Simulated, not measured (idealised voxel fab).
Herein follows the process module entitled voxel spacer lines.
For reference, the cross-section in this document is cut, with width 210 nm and square cells of 5 nm.
A cross-section in this document is a grid of square cells, and it is written down as bands, the top band listed before the ones below it; a band is made up of one or more rows of cells.
Read a band's entry like this: the first values are the height of its top and the height of its bottom in nm, and what follows is the sequence of materials from left to right, each with its width in nm. Note that "empty" is empty space, and that a single material marked "everywhere" reaches across the band from edge to edge.
Heights are reckoned from 0. Under this level, the received wafer is all of one material. The bottommost band is open-ended downward, for example "0 -> down".
Read "30 to 40" as a graded width: first number on top, second number at the bottom, same change between each pair of neighbouring rows.
Basically "no modification" means that step didn't change any cell in the cross-section.
In "Listed closed voids" the enclosed voids are listed, meaning empty spaces of 8 cells or larger without any opening to the top. The form is width x height at distance, distance from the left edge, units nm.
after a step's settings: what the simulator itself notes on the step
For masked steps, "overlay nm" on the step line gives how far right of plan the mask actually lay; a minus sign means it lay to the left.

Process steps - plan
1: RECEIVE | material Si
2: CONFORMAL_DEP | material Al2O3 | thk nm 5
3: DIRECTIONAL_DEP | material polySi | thk nm 20
4: DIRECTIONAL_DEP | material aC | thk nm 30
5: PATTERN | tone cover | mask id MANDREL | material resist | width nm 25 | pitch nm 70 | thk nm 40 | overlay nm 0
6: DIRECTIONAL_ETCH | etch materials aC | depth nm 30
7: STRIP | etch materials resist
8: CONFORMAL_DEP | material SiN | thk nm 10
9: DIRECTIONAL_ETCH | etch materials SiN | depth nm 5
10: STRIP | etch materials aC
11: DIRECTIONAL_ETCH | etch materials polySi | depth nm 20
12: STRIP | etch materials SiN
13: FILL_DEP | material SiO2 | thk nm 5
14: CMP | height nm 25
It is noted that the wafers described herein are identical at the outset and are distinguished by the depth nm of step 9; the value stated in the plan corresponds to the first wafer.

Incoming state of the first of several wafers in cross-section: after step 1
  0 -> down = Si everywhere
  Listed closed voids: none

First wafer of several, cross-section, module end, after step 14 (last)
  25 -> 5 = polySi everywhere
  5 -> 0 = Al2O3 everywhere
  0 -> down = Si everywhere
  Listed closed voids: none

Final wafer cross-section at module end
  25 -> 5 = 45 of SiO2 / 10 of polySi / 25 of SiO2 / 10 of polySi / 25 of SiO2 / 10 of polySi / 25 of SiO2 / 10 of polySi / 50 of SiO2
  5 -> 0 = Al2O3 everywhere
  0 -> down = Si everywhere
  Listed closed voids: none

Heads up, this table goes wafer by wafer. A row tells you, at the end of the module, how many cells of each material that wafer has put on (+) or dropped (-) since it was received, and then its closed voids
depth nm 5 | +42 Al2O3 | +168 polySi | Listed closed voids: none
depth nm 10 | +42 Al2O3 | +136 SiO2 | +32 polySi | Listed closed voids: none
depth nm 15 | +42 Al2O3 | +136 SiO2 | +32 polySi | Listed closed voids: none
depth nm 20 | +42 Al2O3 | +136 SiO2 | +32 polySi | Listed closed voids: none
depth nm 25 | +42 Al2O3 | +136 SiO2 | +32 polySi | Listed closed voids: none
